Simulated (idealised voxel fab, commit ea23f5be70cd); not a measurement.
Proc. module: voxel tone inversion
Section shown: cut. Width: 215 nm. Cell size: 5 nm, square.
Cross-section, as written here: a square-cell grid given band by band from the top down, where a band holds one or more rows of cells.
Heights first: top, then bottom, in nm. Then materials, left to right, each with a width in nm. "edge to edge" on a single material: fills the band edge to edge. "blank": empty space.
All heights in this document are referenced to 0, defined as the level beneath which the wafer, as received, consists entirely of one material. The lowest band is not bounded below; it extends indefinitely downward and is written in the form "top 0, no bottom".
Note: "30 to 40" means the width goes from the first number (top row of the band) to the second number (bottom row) in equal steps per row of cells.
You'll sometimes find "changes: none" written for a step, and that's the way of saying that nowhere in the cross-section did a cell change during that step.
"Listed closed voids" enumerates empty spaces isolated from the top, with no open way to it, that contain at least 8 cells, giving each as width x height at distance from the left edge, all three in nm.
Text after the settings on a step's line: the simulator's own remark on that step.
You can add "overlay nm" to a step's line. For a step with a mask, it describes how far the mask lay to the right of its planned position, and a negative number describes a lay to the left.

The process steps that were planned are listed below
1) RECEIVE,material Si
2) CONFORMAL_DEP,material SiN,thk nm 5
3) DIRECTIONAL_DEP,material aC,thk nm 15
4) PATTERN,tone cover,mask id POSTS,material resist,width nm 20,pitch nm 50,thk nm 20,overlay nm 0
5) DIRECTIONAL_ETCH,etch materials aC,depth nm 15
6) STRIP,etch materials resist
7) FILL_DEP,material lowk,thk nm 5
8) CMP,height nm 20
9) STRIP,etch materials aC

Cross-section of the wafer upon arrival, representing the state reached after step 1
> top 0, no bottom = Si edge to edge
> Listed closed voids: none

First of two wafers, end-of-module section, run followed plan
> top 20, bottom 5 = 20 lowk | 20 blank | 30 lowk | 20 blank | 30 lowk | 20 blank | 30 lowk | 20 blank | 25 lowk
> top 5, bottom 0 = SiN edge to edge
> top 0, no bottom = Si edge to edge
> Listed closed voids: none

This cross-section belongs to the second wafer of two at the end of the module; the start and the plan were shared with the first, and the run included one mistake
> top 20, bottom 5 = lowk edge to edge
> top 5, bottom 0 = SiN edge to edge
> top 0, no bottom = Si edge to edge
> Listed closed voids: none
What went wrong in running the wafer? not per plan at step 3, really ran DIRECTIONAL_DEP,material lowk,thk nm 15
Final tally in cells, some materials are higher or lower on the second wafer than on the first: lowk: 48 more
